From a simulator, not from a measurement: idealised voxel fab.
process module | voxel local oxidation
The cross-section shown here is cut; it is 250 nm wide and divided into square cells measuring 5 nm on a side.
We lay out every cross-section as a grid of square cells and spell it out in bands from the top down, where one band means one or more rows of cells.
In this notation a band is specified by the heights of its top and bottom, in that order and in nm, after which its materials appear from left to right, each paired with its width in nm. The word "all across" attached to a single material means that material fills the band from edge to edge; the word "blank" stands for empty space.
It should be noted that heights are counted from 0, beneath which the wafer as supplied is of one material throughout, and that the lowest band possesses no lower boundary but continues downward, as written in "0 -> down".
Read "30 to 40" as a graded width: first number on top, second number at the bottom, same change between each pair of neighbouring rows.
What does "same as before" mean for a step? It means no cell of the cross-section changed in that step.
The label "Enclosed void listing" introduces a list of the empty spaces, 8 cells or larger, that have no open way up to the top; each entry in it reads width x height at distance, where the distance is taken from the left edge and all three are stated in nm.
The remark found on a step's line after its settings is issued by the simulator itself and pertains to that step.
The setting "overlay nm" may be written on the line of a step. When the step uses a mask, the value reports how far to the right of the planned place the mask lay, and a negative value reports that it lay to the left.
-- Planned step list for the process
1,op RECEIVE | material Si
2,op OXIDIZE | depth nm 5
3,op CONFORMAL_DEP | material SiN | thk nm 10
4,op DIRECTIONAL_DEP | material aC | thk nm 10
5,op PATTERN | tone cover | mask id ACTIVE | material resist | width nm 90 | thk nm 25 | overlay nm 0
6,op DIRECTIONAL_ETCH | etch materials aC | depth nm 10
7,op STRIP | etch materials resist
8,op DIRECTIONAL_ETCH | etch materials SiN | depth nm 10
9,op STRIP | etch materials aC
10,op SELECTIVE_ETCH | etch materials SiO2 | depth nm 5
11,op OXIDIZE | depth nm 10
12,op STRIP | etch materials SiN
-- As-received state of the wafer in cross-section, equivalent to post-step 1
	0 -> down: Si all across
	Enclosed void listing: none
-- a wafer at the end: this start, this plan, one mistake
	5 -> -5: SiO2 all across
	-5 -> down: Si all across
	Enclosed void listing: none
Misprocessing identified: step 3 ran with different settings than intended, the actual operation and settings being op CONFORMAL_DEP | material SiO2 | thk nm 10
